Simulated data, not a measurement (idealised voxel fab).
Proc. module: voxel wiring stack
cross-section cut | 175 nm wide | cells 5 nm
Heads up, the way a cross-section reads in here is a grid of square cells, handed over as bands from the top down, with every band being one or more rows of cells. Band: top and bottom heights (nm) first, top before bottom; then materials from left to right, widths in nm. "all across" marks a sole material filling the band edge to edge. "air" denotes empty space. Basically, 0 is our baseline, since under it the wafer straight out of the box is all one material. The bottom band has no lower end and keeps on going down, so it looks like "0 down". Width "30 to 40": first value at the band's top row of cells, second value at its bottom row, equal change from row to row. It should be understood that the words "everything unchanged", when stated for a given step, signify that the cross-section underwent no change in any of its cells during that step. "Closed void listing" - sealed voids, min. 8 cells, no opening to top; format: width x height at distance (distance from left edge; nm throughout). Anything after a step's settings on that line? It's the simulator's own note about the step. "overlay nm" on a masked step: distance the mask lay right of its planned place, negative for left.
[The steps planned for the process are as follows]
| 1 | RECEIVE,material Si |
| 2 | CONFORMAL_DEP,material SiO2,thk nm 10 |
| 3 | DIRECTIONAL_DEP,material TiN,thk nm 5 |
| 4 | DIRECTIONAL_DEP,material W,thk nm 15 |
| 5 | PATTERN,tone cover,mask id METAL_1,material resist,width nm 30,pitch nm 55,thk nm 15,overlay nm 0 |
| 6 | DIRECTIONAL_ETCH,etch materials W,depth nm 15 |
| 7 | DIRECTIONAL_ETCH,etch materials TiN,depth nm 5 |
| 8 | STRIP,etch materials resist |
| 9 | FILL_DEP,material lowk,thk nm 5 |
| 10 | CMP,height nm 30 |
| 11 | CONFORMAL_DEP,material SiCN,thk nm 5 |
| 12 | DIRECTIONAL_DEP,material SiO2,thk nm 35 |
| 13 | PATTERN,tone open,mask id METAL_2,material resist,width nm 30,pitch nm 55,thk nm 20,overlay nm 0 |
| 14 | DIRECTIONAL_ETCH,etch materials SiO2,depth nm 20 |
| 15 | STRIP,etch materials resist |
| 16 | PATTERN,tone open,mask id METAL_2_HOLES,material resist,width nm 15,pitch nm 55,thk nm 20,overlay nm 0 |
| 17 | DIRECTIONAL_ETCH,etch materials SiO2,depth nm 15 |
| 18 | DIRECTIONAL_ETCH,etch materials SiCN,depth nm 5 |
| 19 | STRIP,etch materials resist |
| 20 | CONFORMAL_DEP,material TiN,thk nm 5 |
| 21 | FILL_DEP,material Cu,thk nm 5 |
| 22 | CMP,height nm 70 |
| 23 | CONFORMAL_DEP,material SiCN,thk nm 5 |
[So, the first of our two wafers, run just as we planned it]
[So this is the incoming wafer in cross-section - it's already been through step 1]
  0 down = Si all across
  Closed void listing: none
[Step 2 complete: cross-section through the wafer]
  10 to 0 = SiO2 all across
  Beneath the level 0, the cross-section is identical to its previous state.
[Step 3 complete: cross-section through the wafer]
  15 to 10 = TiN all across
  Beneath the level 10, the cross-section is identical to its previous state.
[Step 4 complete: cross-section through the wafer]
  30 to 15 = W all across
  Beneath the level 15, the cross-section is identical to its previous state.
[Step 5 complete: cross-section through the wafer]
  45 to 30 = air=15 | resist=30 | air=25 | resist=30 | air=25 | resist=30 | air=20
  Beneath the level 30, the cross-section is identical to its previous state.
[Step 6 complete: cross-section through the wafer]
  45 to 30 = air=15 | resist=30 | air=25 | resist=30 | air=25 | resist=30 | air=20
  30 to 15 = air=15 | W=30 | air=25 | W=30 | air=25 | W=30 | air=20
  Beneath the level 15, the cross-section is identical to its previous state.
[Step 7 complete: cross-section through the wafer]
  45 to 30 = air=15 | resist=30 | air=25 | resist=30 | air=25 | resist=30 | air=20
  30 to 15 = air=15 | W=30 | air=25 | W=30 | air=25 | W=30 | air=20
  15 to 10 = air=15 | TiN=30 | air=25 | TiN=30 | air=25 | TiN=30 | air=20
  Beneath the level 10, the cross-section is identical to its previous state.
[Step 8 complete: cross-section through the wafer]
  30 to 15 = air=15 | W=30 | air=25 | W=30 | air=25 | W=30 | air=20
  Beneath the level 15, the cross-section is identical to its previous state.
[Step 9 complete: cross-section through the wafer]
  35 to 30 = lowk all across
  30 to 15 = lowk=15 | W=30 | lowk=25 | W=30 | lowk=25 | W=30 | lowk=20
  15 to 10 = lowk=15 | TiN=30 | lowk=25 | TiN=30 | lowk=25 | TiN=30 | lowk=20
  Beneath the level 10, the cross-section is identical to its previous state.
[Step 10 complete: cross-section through the wafer]
  30 to 15 = lowk=15 | W=30 | lowk=25 | W=30 | lowk=25 | W=30 | lowk=20
  Beneath the level 15, the cross-section is identical to its previous state.
[Step 11 complete: cross-section through the wafer]
  35 to 30 = SiCN all across
  Beneath the level 30, the cross-section is identical to its previous state.
[Step 12 complete: cross-section through the wafer]
  70 to 35 = SiO2 all across
  Beneath the level 35, the cross-section is identical to its previous state.
[Step 13 complete: cross-section through the wafer]
  90 to 70 = resist=15 | air=30 | resist=25 | air=30 | resist=25 | air=30 | resist=20
  Beneath the level 70, the cross-section is identical to its previous state.
[Step 14 complete: cross-section through the wafer]
  90 to 70 = resist=15 | air=30 | resist=25 | air=30 | resist=25 | air=30 | resist=20
  70 to 50 = SiO2=15 | air=30 | SiO2=25 | air=30 | SiO2=25 | air=30 | SiO2=20
  Beneath the level 50, the cross-section is identical to its previous state.
[Step 15 complete: cross-section through the wafer]
  70 to 50 = SiO2=15 | air=30 | SiO2=25 | air=30 | SiO2=25 | air=30 | SiO2=20
  Beneath the level 50, the cross-section is identical to its previous state.
[Step 16 complete: cross-section through the wafer]
  90 to 70 = resist=15 | air=15 | resist=40 | air=15 | resist=40 | air=15 | resist=35
  70 to 50 = SiO2=15 | air=15 | resist=15 | SiO2=25 | air=15 | resist=15 | SiO2=25 | air=15 | resist=15 | SiO2=20
  Beneath the level 50, the cross-section is identical to its previous state.
[Step 17 complete: cross-section through the wafer]
  90 to 70 = resist=15 | air=15 | resist=40 | air=15 | resist=40 | air=15 | resist=35
  70 to 50 = SiO2=15 | air=15 | resist=15 | SiO2=25 | air=15 | resist=15 | SiO2=25 | air=15 | resist=15 | SiO2=20
  50 to 35 = SiO2=15 | air=15 | SiO2=40 | air=15 | SiO2=40 | air=15 | SiO2=35
  Beneath the level 35, the cross-section is identical to its previous state.
[Step 18 complete: cross-section through the wafer]
  90 to 70 = resist=15 | air=15 | resist=40 | air=15 | resist=40 | air=15 | resist=35
  70 to 50 = SiO2=15 | air=15 | resist=15 | SiO2=25 | air=15 | resist=15 | SiO2=25 | air=15 | resist=15 | SiO2=20
  50 to 35 = SiO2=15 | air=15 | SiO2=40 | air=15 | SiO2=40 | air=15 | SiO2=35
  35 to 30 = SiCN=15 | air=15 | SiCN=40 | air=15 | SiCN=40 | air=15 | SiCN=35
  Beneath the level 30, the cross-section is identical to its previous state.
[Step 19 complete: cross-section through the wafer]
  70 to 50 = SiO2=15 | air=30 | SiO2=25 | air=30 | SiO2=25 | air=30 | SiO2=20
  Beneath the level 50, the cross-section is identical to its previous state.
[Step 20 complete: cross-section through the wafer]
  75 to 70 = TiN=20 | air=20 | TiN=35 | air=20 | TiN=35 | air=20 | TiN=25
  70 to 55 = SiO2=15 | TiN=5 | air=20 | TiN=5 | SiO2=25 | TiN=5 | air=20 | TiN=5 | SiO2=25 | TiN=5 | air=20 | TiN=5 | SiO2=20
  55 to 50 = SiO2=15 | TiN=5 | air=5 | TiN=20 | SiO2=25 | TiN=5 | air=5 | TiN=20 | SiO2=25 | TiN=5 | air=5 | TiN=20 | SiO2=20
  50 to 35 = SiO2=15 | TiN=5 | air=5 | TiN=5 | SiO2=40 | TiN=5 | air=5 | TiN=5 | SiO2=40 | TiN=5 | air=5 | TiN=5 | SiO2=35
  35 to 30 = SiCN=15 | TiN=15 | SiCN=40 | TiN=15 | SiCN=40 | TiN=15 | SiCN=35
  Beneath the level 30, the cross-section is identical to its previous state.
[Step 21 complete: cross-section through the wafer]
  80 to 75 = Cu all across
  75 to 70 = TiN=20 | Cu=20 | TiN=35 | Cu=20 | TiN=35 | Cu=20 | TiN=25
  70 to 55 = SiO2=15 | TiN=5 | Cu=20 | TiN=5 | SiO2=25 | TiN=5 | Cu=20 | TiN=5 | SiO2=25 | TiN=5 | Cu=20 | TiN=5 | SiO2=20
  55 to 50 = SiO2=15 | TiN=5 | Cu=5 | TiN=20 | SiO2=25 | TiN=5 | Cu=5 | TiN=20 | SiO2=25 | TiN=5 | Cu=5 | TiN=20 | SiO2=20
  50 to 35 = SiO2=15 | TiN=5 | Cu=5 | TiN=5 | SiO2=40 | TiN=5 | Cu=5 | TiN=5 | SiO2=40 | TiN=5 | Cu=5 | TiN=5 | SiO2=35
  Beneath the level 35, the cross-section is identical to its previous state.
[Step 22 complete: cross-section through the wafer]
  70 to 55 = SiO2=15 | TiN=5 | Cu=20 | TiN=5 | SiO2=25 | TiN=5 | Cu=20 | TiN=5 | SiO2=25 | TiN=5 | Cu=20 | TiN=5 | SiO2=20
  Beneath the level 55, the cross-section is identical to its previous state.
[Step 23 complete: cross-section through the wafer]
  75 to 70 = SiCN all across
  Beneath the level 70, the cross-section is identical to its previous state.
[Okay, second wafer. Nothing different at the start, nothing different in the plan, just one mistake somewhere in the running. As far as step 12, counting that step, it's the first wafer all over again]
[Cross-section of the second wafer corresponding to the planned conclusion of step 13]
  90 to 70 = air=15 | resist=30 | air=25 | resist=30 | air=25 | resist=30 | air=20
  Beneath the level 70, the cross-section is identical to its previous state.
[Cross-section of the second wafer corresponding to the planned conclusion of step 14]
  90 to 70 = air=15 | resist=30 | air=25 | resist=30 | air=25 | resist=30 | air=20
  70 to 50 = air=15 | SiO2=30 | air=25 | SiO2=30 | air=25 | SiO2=30 | air=20
  Beneath the level 50, the cross-section is identical to its previous state.
[Cross-section of the second wafer corresponding to the planned conclusion of step 15]
  70 to 50 = air=15 | SiO2=30 | air=25 | SiO2=30 | air=25 | SiO2=30 | air=20
  Beneath the level 50, the cross-section is identical to its previous state.
[Cross-section of the second wafer corresponding to the planned conclusion of step 16]
  90 to 70 = resist=15 | air=15 | resist=40 | air=15 | resist=40 | air=15 | resist=35
  70 to 50 = resist=15 | SiO2=30 | resist=25 | SiO2=30 | resist=25 | SiO2=30 | resist=20
  Beneath the level 50, the cross-section is identical to its previous state.
[Cross-section of the second wafer corresponding to the planned conclusion of step 17]
  90 to 70 = resist=15 | air=15 | resist=40 | air=15 | resist=40 | air=15 | resist=35
  70 to 55 = resist=15 | air=15 | SiO2=15 | resist=25 | air=15 | SiO2=15 | resist=25 | air=15 | SiO2=15 | resist=20
  Beneath the level 55, the cross-section is identical to its previous state.
Cross-section of the second wafer corresponding to the planned conclusion of step 18: everything unchanged
[Cross-section of the second wafer corresponding to the planned conclusion of step 19]
  70 to 55 = air=30 | SiO2=15 | air=40 | SiO2=15 | air=40 | SiO2=15 | air=20
  55 to 50 = air=15 | SiO2=30 | air=25 | SiO2=30 | air=25 | SiO2=30 | air=20
  Beneath the level 50, the cross-section is identical to its previous state.
[Cross-section of the second wafer corresponding to the planned conclusion of step 20]
  75 to 70 = air=25 | TiN=25 | air=30 | TiN=25 | air=30 | TiN=25 | air=15
  70 to 60 = air=25 | TiN=5 | SiO2=15 | TiN=5 | air=30 | TiN=5 | SiO2=15 | TiN=5 | air=30 | TiN=5 | SiO2=15 | TiN=5 | air=15
  60 to 55 = air=10 | TiN=20 | SiO2=15 | TiN=5 | air=15 | TiN=20 | SiO2=15 | TiN=5 | air=15 | TiN=20 | SiO2=15 | TiN=5 | air=15
  55 to 50 = TiN=15 | SiO2=30 | TiN=25 | SiO2=30 | TiN=25 | SiO2=30 | TiN=20
  Beneath the level 50, the cross-section is identical to its previous state.
[Cross-section of the second wafer corresponding to the planned conclusion of step 21]
  80 to 75 = Cu all across
  75 to 70 = Cu=25 | TiN=25 | Cu=30 | TiN=25 | Cu=30 | TiN=25 | Cu=15
  70 to 60 = Cu=25 | TiN=5 | SiO2=15 | TiN=5 | Cu=30 | TiN=5 | SiO2=15 | TiN=5 | Cu=30 | TiN=5 | SiO2=15 | TiN=5 | Cu=15
  60 to 55 = Cu=10 | TiN=20 | SiO2=15 | TiN=5 | Cu=15 | TiN=20 | SiO2=15 | TiN=5 | Cu=15 | TiN=20 | SiO2=15 | TiN=5 | Cu=15
  Beneath the level 55, the cross-section is identical to its previous state.
[Cross-section of the second wafer corresponding to the planned conclusion of step 22]
  70 to 60 = Cu=25 | TiN=5 | SiO2=15 | TiN=5 | Cu=30 | TiN=5 | SiO2=15 | TiN=5 | Cu=30 | TiN=5 | SiO2=15 | TiN=5 | Cu=15
  Beneath the level 60, the cross-section is identical to its previous state.
[Cross-section of the second wafer corresponding to the planned conclusion of step 23]
  75 to 70 = SiCN all across
  Beneath the level 70, the cross-section is identical to its previous state.
Finding, execution versus plan: step 13 deviated from plan and actually ran as PATTERN,tone cover,mask id METAL_2,material resist,width nm 30,pitch nm 55,thk nm 20,overlay nm 0
The second wafer ends with more or fewer cells of some materials than the first, per final count: Cu +3 | SiCN +9 | SiO2 +4 | TiN -16
